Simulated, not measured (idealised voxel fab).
Process module under the name voxel wiring stack
FYI the section here is cut, 265 nm wide, cells are 5 nm squares.
Cross-section, as written here: a square-cell grid given band by band from the top down, where a band holds one or more rows of cells. Heads up on the band format: heights come first, top then bottom, in nm. After that it's the materials left to right, each with its width in nm. A single material flagged "throughout" fills the whole band edge to edge, and "empty" means there's empty space there. Basically, 0 is our baseline, since under it the wafer straight out of the box is all one material. The bottom band has no lower end and keeps on going down, so it looks like "from 0 down". You'd read "30 to 40" like this: the band's top row of cells is as wide as the first number, its bottom row is as wide as the second, and going down, every row changes width by the same amount as the row before did. No cell of the cross-section changed in a step that is given as "all unchanged". Entry "Completely sealed voids". Content: empty spaces with no open connection to the top, size 8 cells or greater. Each: width x height at distance. Distance: from left edge. Unit: nm. Post-settings text on a step line: simulator's own remark regarding the step. overlay nm: how far to the right of its planned place the mask lay on this masked step (negative: to the left).

# Below is the list of planned process steps
- 1: op RECEIVE | material Si
- 2: op CONFORMAL_DEP | material SiO2 | thk nm 10
- 3: op CONFORMAL_DEP | material SiN | thk nm 5
- 4: op DIRECTIONAL_DEP | material lowk | thk nm 25
- 5: op MASKED_ETCH | tone open | mask id METAL_1 | width nm 20 | pitch nm 40 | etch materials lowk | depth nm 25 | overlay nm 0
- 6: op MASKED_ETCH | tone open | mask id METAL_1 | width nm 20 | pitch nm 40 | etch materials SiN | depth nm 5 | overlay nm 0
- 7: op CONFORMAL_DEP | material TiN | thk nm 5
- 8: op FILL_DEP | material W | thk nm 10
- 9: op CMP | height nm 40
- 10: op CONFORMAL_DEP | material SiCN | thk nm 5
- 11: op DIRECTIONAL_DEP | material lowk | thk nm 20
- 12: op PATTERN | tone open | mask id PLUG_1 | material resist | width nm 15 | thk nm 20 | overlay nm 0
- 13: op DIRECTIONAL_ETCH | etch materials lowk | depth nm 20
- 14: op DIRECTIONAL_ETCH | etch materials SiCN | depth nm 5
- 15: op STRIP | etch materials resist
- 16: op EPI | material Ru | thk nm 10
- 17: op EPI | material Ru | thk nm 10
- 18: op EPI | material Ru | thk nm 5
- 19: op DIRECTIONAL_DEP | material TiN | thk nm 5
- 20: op DIRECTIONAL_DEP | material Ru | thk nm 15
- 21: op PATTERN | tone cover | mask id METAL_2 | material resist | width nm 20 | pitch nm 40 | thk nm 15 | overlay nm 0
- 22: op DIRECTIONAL_ETCH | etch materials Ru | depth nm 15
- 23: op DIRECTIONAL_ETCH | etch materials TiN | depth nm 5
- 24: op STRIP | etch materials resist
- 25: op CONFORMAL_DEP | material SiN | thk nm 5
- 26: op FILL_DEP | material SiO2 | thk nm 10
- 27: op CMP | height nm 85
- 28: op CONFORMAL_DEP | material SiCN | thk nm 5
- 29: op DIRECTIONAL_DEP | material lowk | thk nm 15
- 30: op PATTERN | tone open | mask id PLUG_2 | material resist | width nm 15 | pitch nm 40 | thk nm 15 | overlay nm 0
- 31: op DIRECTIONAL_ETCH | etch materials lowk | depth nm 15
- 32: op DIRECTIONAL_ETCH | etch materials SiCN | depth nm 5
- 33: op STRIP | etch materials resist
- 34: op EPI | material Ru | thk nm 10
- 35: op EPI | material Ru | thk nm 10
- 36: op DIRECTIONAL_DEP | material TiN | thk nm 5
- 37: op DIRECTIONAL_DEP | material W | thk nm 25
- 38: op DIRECTIONAL_DEP | material aC | thk nm 10
- 39: op PATTERN | tone cover | mask id METAL_3 | material resist | width nm 20 | pitch nm 40 | thk nm 30 | overlay nm 0
- 40: op DIRECTIONAL_ETCH | etch materials aC | depth nm 10
- 41: op STRIP | etch materials resist
- 42: op DIRECTIONAL_ETCH | etch materials W | depth nm 25
- 43: op DIRECTIONAL_ETCH | etch materials TiN | depth nm 5
- 44: op STRIP | etch materials aC
- 45: op FILL_DEP | material SiO2 | thk nm 10
- 46: op CMP | height nm 135
- 47: op CONFORMAL_DEP | material SiCN | thk nm 5

# The first of a set of two wafers, run to plan

# Cross-section of the wafer as it came to us, i.e., already through step 1
> from 0 down | Si throughout
> Completely sealed voids: none

# Take a look at the wafer's cross-section after step 2
> from 10 to 0 | SiO2 throughout
> Rest of section, below 0: as before.

# Take a look at the wafer's cross-section after step 3
> from 15 to 10 | SiN throughout
> Rest of section, below 10: as before.

# Take a look at the wafer's cross-section after step 4
> from 40 to 15 | lowk throughout
> Rest of section, below 15: as before.

# Take a look at the wafer's cross-section after step 5
> from 40 to 15 | lowk 100, empty 20, lowk 20, empty 20, lowk 105
> Rest of section, below 15: as before.

# Take a look at the wafer's cross-section after step 6
> from 40 to 15 | lowk 100, empty 20, lowk 20, empty 20, lowk 105
> from 15 to 10 | SiN 100, empty 20, SiN 20, empty 20, SiN 105
> Rest of section, below 10: as before.

# Take a look at the wafer's cross-section after step 7
> from 45 to 40 | TiN 105, empty 10, TiN 30, empty 10, TiN 110
> from 40 to 15 | lowk 100, TiN 5, empty 10, TiN 5, lowk 20, TiN 5, empty 10, TiN 5, lowk 105
> from 15 to 10 | SiN 100, TiN 20, SiN 20, TiN 20, SiN 105
> Rest of section, below 10: as before.

# Take a look at the wafer's cross-section after step 8
> from 55 to 45 | W throughout
> from 45 to 40 | TiN 105, W 10, TiN 30, W 10, TiN 110
> from 40 to 15 | lowk 100, TiN 5, W 10, TiN 5, lowk 20, TiN 5, W 10, TiN 5, lowk 105
> Rest of section, below 15: as before.

# Take a look at the wafer's cross-section after step 9
> from 40 to 15 | lowk 100, TiN 5, W 10, TiN 5, lowk 20, TiN 5, W 10, TiN 5, lowk 105
> Rest of section, below 15: as before.

# Take a look at the wafer's cross-section after step 10
> from 45 to 40 | SiCN throughout
> Rest of section, below 40: as before.

# Take a look at the wafer's cross-section after step 11
> from 65 to 45 | lowk throughout
> Rest of section, below 45: as before.

# Take a look at the wafer's cross-section after step 12
> from 85 to 65 | resist 100, empty 15, resist 150
> Rest of section, below 65: as before.

# Take a look at the wafer's cross-section after step 13
> from 85 to 65 | resist 100, empty 15, resist 150
> from 65 to 45 | lowk 100, empty 15, lowk 150
> Rest of section, below 45: as before.

# Take a look at the wafer's cross-section after step 14
> from 85 to 65 | resist 100, empty 15, resist 150
> from 65 to 45 | lowk 100, empty 15, lowk 150
> from 45 to 40 | SiCN 100, empty 15, SiCN 150
> Rest of section, below 40: as before.

# Take a look at the wafer's cross-section after step 15
> from 65 to 45 | lowk 100, empty 15, lowk 150
> Rest of section, below 45: as before.

# Take a look at the wafer's cross-section after step 16
> from 65 to 50 | lowk 100, empty 15, lowk 150
> from 50 to 45 | lowk 100, Ru 15, lowk 150
> from 45 to 40 | SiCN 100, Ru 15, SiCN 150
> Rest of section, below 40: as before.

# Take a look at the wafer's cross-section after step 17
> from 65 to 60 | lowk 100, empty 15, lowk 150
> from 60 to 45 | lowk 100, Ru 15, lowk 150
> Rest of section, below 45: as before.

# Take a look at the wafer's cross-section after step 18
> from 65 to 45 | lowk 100, Ru 15, lowk 150
> Rest of section, below 45: as before.

# Take a look at the wafer's cross-section after step 19
> from 70 to 65 | TiN throughout
> Rest of section, below 65: as before.

# Take a look at the wafer's cross-section after step 20
> from 85 to 70 | Ru throughout
> Rest of section, below 70: as before.

# Take a look at the wafer's cross-section after step 21
> from 100 to 85 | empty 100, resist 20, empty 20, resist 20, empty 105
> Rest of section, below 85: as before.

# Take a look at the wafer's cross-section after step 22
> from 100 to 85 | empty 100, resist 20, empty 20, resist 20, empty 105
> from 85 to 70 | empty 100, Ru 20, empty 20, Ru 20, empty 105
> Rest of section, below 70: as before.

# Take a look at the wafer's cross-section after step 23
> from 100 to 85 | empty 100, resist 20, empty 20, resist 20, empty 105
> from 85 to 70 | empty 100, Ru 20, empty 20, Ru 20, empty 105
> from 70 to 65 | empty 100, TiN 20, empty 20, TiN 20, empty 105
> Rest of section, below 65: as before.

# Take a look at the wafer's cross-section after step 24
> from 85 to 70 | empty 100, Ru 20, empty 20, Ru 20, empty 105
> Rest of section, below 70: as before.

# Take a look at the wafer's cross-section after step 25
> from 90 to 85 | empty 95, SiN 30, empty 10, SiN 30, empty 100
> from 85 to 70 | empty 95, SiN 5, Ru 20, SiN 5, empty 10, SiN 5, Ru 20, SiN 5, empty 100
> from 70 to 65 | SiN 100, TiN 20, SiN 20, TiN 20, SiN 105
> Rest of section, below 65: as before.

# Take a look at the wafer's cross-section after step 26
> from 100 to 90 | SiO2 throughout
> from 90 to 85 | SiO2 95, SiN 30, SiO2 10, SiN 30, SiO2 100
> from 85 to 70 | SiO2 95, SiN 5, Ru 20, SiN 5, SiO2 10, SiN 5, Ru 20, SiN 5, SiO2 100
> Rest of section, below 70: as before.

# Take a look at the wafer's cross-section after step 27
> from 85 to 70 | SiO2 95, SiN 5, Ru 20, SiN 5, SiO2 10, SiN 5, Ru 20, SiN 5, SiO2 100
> Rest of section, below 70: as before.

# Take a look at the wafer's cross-section after step 28
> from 90 to 85 | SiCN throughout
> Rest of section, below 85: as before.

# Take a look at the wafer's cross-section after step 29
> from 105 to 90 | lowk throughout
> Rest of section, below 90: as before.

# Take a look at the wafer's cross-section after step 30
> from 120 to 105 | resist 100, empty 15, resist 25, empty 15, resist 110
> Rest of section, below 105: as before.

# Take a look at the wafer's cross-section after step 31
> from 120 to 105 | resist 100, empty 15, resist 25, empty 15, resist 110
> from 105 to 90 | lowk 100, empty 15, lowk 25, empty 15, lowk 110
> Rest of section, below 90: as before.

# Take a look at the wafer's cross-section after step 32
> from 120 to 105 | resist 100, empty 15, resist 25, empty 15, resist 110
> from 105 to 90 | lowk 100, empty 15, lowk 25, empty 15, lowk 110
> from 90 to 85 | SiCN 100, empty 15, SiCN 25, empty 15, SiCN 110
> Rest of section, below 85: as before.

# Take a look at the wafer's cross-section after step 33
> from 105 to 90 | lowk 100, empty 15, lowk 25, empty 15, lowk 110
> Rest of section, below 90: as before.

# Take a look at the wafer's cross-section after step 34
> from 105 to 95 | lowk 100, empty 15, lowk 25, empty 15, lowk 110
> from 95 to 90 | lowk 100, Ru 15, lowk 25, Ru 15, lowk 110
> from 90 to 85 | SiCN 100, Ru 15, SiCN 25, Ru 15, SiCN 110
> Rest of section, below 85: as before.

# Take a look at the wafer's cross-section after step 35
> from 105 to 90 | lowk 100, Ru 15, lowk 25, Ru 15, lowk 110
> Rest of section, below 90: as before.

# Take a look at the wafer's cross-section after step 36
> from 110 to 105 | TiN throughout
> Rest of section, below 105: as before.

# Take a look at the wafer's cross-section after step 37
> from 135 to 110 | W throughout
> Rest of section, below 110: as before.

# Take a look at the wafer's cross-section after step 38
> from 145 to 135 | aC throughout
> Rest of section, below 135: as before.

# Take a look at the wafer's cross-section after step 39
> from 175 to 145 | empty 100, resist 20, empty 20, resist 20, empty 105
> Rest of section, below 145: as before.

# Take a look at the wafer's cross-section after step 40
> from 165 to 145 | empty 100, resist 20, empty 20, resist 20, empty 105
> from 145 to 135 | empty 100, aC 20, empty 20, aC 20, empty 105
> Rest of section, below 135: as before.

# Take a look at the wafer's cross-section after step 41
> from 145 to 135 | empty 100, aC 20, empty 20, aC 20, empty 105
> Rest of section, below 135: as before.

# Take a look at the wafer's cross-section after step 42
> from 145 to 135 | empty 100, aC 20, empty 20, aC 20, empty 105
> from 135 to 110 | empty 100, W 20, empty 20, W 20, empty 105
> Rest of section, below 110: as before.

# Take a look at the wafer's cross-section after step 43
> from 145 to 135 | empty 100, aC 20, empty 20, aC 20, empty 105
> from 135 to 110 | empty 100, W 20, empty 20, W 20, empty 105
> from 110 to 105 | empty 100, TiN 20, empty 20, TiN 20, empty 105
> Rest of section, below 105: as before.

# Take a look at the wafer's cross-section after step 44
> from 135 to 110 | empty 100, W 20, empty 20, W 20, empty 105
> Rest of section, below 110: as before.

# Take a look at the wafer's cross-section after step 45
> from 145 to 135 | SiO2 throughout
> from 135 to 110 | SiO2 100, W 20, SiO2 20, W 20, SiO2 105
> from 110 to 105 | SiO2 100, TiN 20, SiO2 20, TiN 20, SiO2 105
> Rest of section, below 105: as before.

# Take a look at the wafer's cross-section after step 46
> from 135 to 110 | SiO2 100, W 20, SiO2 20, W 20, SiO2 105
> Rest of section, below 110: as before.

# Take a look at the wafer's cross-section after step 47
> from 140 to 135 | SiCN throughout
> Rest of section, below 135: as before.

# Wafer two of the pair: same origin, same plan, one error during the run; identical to wafer one up to and including step 29

# Second wafer at the planned finish of step 30, seen in cross-section
> from 120 to 105 | empty 100, resist 15, empty 25, resist 15, empty 110
> Rest of section, below 105: as before.

# Second wafer at the planned finish of step 31, seen in cross-section
> from 120 to 105 | empty 100, resist 15, empty 25, resist 15, empty 110
> from 105 to 90 | empty 100, lowk 15, empty 25, lowk 15, empty 110
> Rest of section, below 90: as before.

# Second wafer at the planned finish of step 32, seen in cross-section
> from 120 to 105 | empty 100, resist 15, empty 25, resist 15, empty 110
> from 105 to 90 | empty 100, lowk 15, empty 25, lowk 15, empty 110
> from 90 to 85 | empty 100, SiCN 15, empty 25, SiCN 15, empty 110
> Rest of section, below 85: as before.

# Second wafer at the planned finish of step 33, seen in cross-section
> from 105 to 90 | empty 100, lowk 15, empty 25, lowk 15, empty 110
> Rest of section, below 90: as before.

# Second wafer at the planned finish of step 34, seen in cross-section
> from 105 to 95 | empty 100, lowk 15, empty 25, lowk 15, empty 110
> from 95 to 90 | empty 100, lowk 15, Ru 15, empty 10, lowk 15, Ru 15, empty 95
> from 90 to 85 | empty 100, SiCN 15, Ru 15, empty 10, SiCN 15, Ru 15, empty 95
> Rest of section, below 85: as before.

# Second wafer at the planned finish of step 35, seen in cross-section
> from 105 to 90 | empty 100, lowk 15, Ru 25, lowk 15, Ru 25, empty 85
> from 90 to 85 | empty 100, SiCN 15, Ru 25, SiCN 15, Ru 25, empty 85
> Rest of section, below 85: as before.

# Second wafer at the planned finish of step 36, seen in cross-section
> from 110 to 105 | empty 100, TiN 80, empty 85
> from 105 to 90 | empty 100, lowk 15, Ru 25, lowk 15, Ru 25, empty 85
> from 90 to 85 | TiN 100, SiCN 15, Ru 25, SiCN 15, Ru 25, TiN 85
> Rest of section, below 85: as before.

# Second wafer at the planned finish of step 37, seen in cross-section
> from 135 to 115 | empty 100, W 80, empty 85
> from 115 to 110 | W throughout
> from 110 to 105 | W 100, TiN 80, W 85
> from 105 to 90 | W 100, lowk 15, Ru 25, lowk 15, Ru 25, W 85
> Rest of section, below 90: as before.

# Second wafer at the planned finish of step 38, seen in cross-section
> from 145 to 135 | empty 100, aC 80, empty 85
> from 135 to 125 | empty 100, W 80, empty 85
> from 125 to 115 | aC 100, W 80, aC 85
> Rest of section, below 115: as before.

# Second wafer at the planned finish of step 39, seen in cross-section
> from 175 to 145 | empty 100, resist 20, empty 20, resist 20, empty 105
> Rest of section, below 145: as before.

# Second wafer at the planned finish of step 40, seen in cross-section
> from 165 to 145 | empty 100, resist 20, empty 20, resist 20, empty 105
> from 145 to 135 | empty 100, aC 20, empty 20, aC 20, empty 105
> from 135 to 115 | empty 100, W 80, empty 85
> Rest of section, below 115: as before.

# Second wafer at the planned finish of step 41, seen in cross-section
> from 145 to 135 | empty 100, aC 20, empty 20, aC 20, empty 105
> Rest of section, below 135: as before.

# Second wafer at the planned finish of step 42, seen in cross-section
> from 145 to 135 | empty 100, aC 20, empty 20, aC 20, empty 105
> from 135 to 110 | empty 100, W 20, empty 20, W 20, empty 105
> from 110 to 105 | empty 100, TiN 80, empty 85
> from 105 to 90 | empty 100, lowk 15, Ru 25, lowk 15, Ru 25, empty 85
> Rest of section, below 90: as before.

# Second wafer at the planned finish of step 43, seen in cross-section
> from 145 to 135 | empty 100, aC 20, empty 20, aC 20, empty 105
> from 135 to 110 | empty 100, W 20, empty 20, W 20, empty 105
> from 110 to 105 | empty 100, TiN 20, empty 20, TiN 20, empty 105
> from 105 to 90 | empty 100, lowk 15, Ru 25, lowk 15, Ru 25, empty 85
> from 90 to 85 | empty 100, SiCN 15, Ru 25, SiCN 15, Ru 25, empty 85
> Rest of section, below 85: as before.

# Second wafer at the planned finish of step 44, seen in cross-section
> from 135 to 110 | empty 100, W 20, empty 20, W 20, empty 105
> Rest of section, below 110: as before.

# Second wafer at the planned finish of step 45, seen in cross-section
> from 145 to 135 | SiO2 throughout
> from 135 to 110 | SiO2 100, W 20, SiO2 20, W 20, SiO2 105
> from 110 to 105 | SiO2 100, TiN 20, SiO2 20, TiN 20, SiO2 105
> from 105 to 90 | SiO2 100, lowk 15, Ru 25, lowk 15, Ru 25, SiO2 85
> from 90 to 85 | SiO2 100, SiCN 15, Ru 25, SiCN 15, Ru 25, SiO2 85
> Rest of section, below 85: as before.

# Second wafer at the planned finish of step 46, seen in cross-section
> from 135 to 110 | SiO2 100, W 20, SiO2 20, W 20, SiO2 105
> Rest of section, below 110: as before.

# Second wafer at the planned finish of step 47, seen in cross-section
> from 140 to 135 | SiCN throughout
> Rest of section, below 135: as before.
Finding, execution versus plan: heads up, step 30 didn't go per plan, it actually ran as op PATTERN | tone cover | mask id PLUG_2 | material resist | width nm 15 | pitch nm 40 | thk nm 15 | overlay nm 0
End check, counted in cells, second wafer has more or fewer of these materials than the first: Ru +16, SiCN -41, SiO2 +148, lowk -123
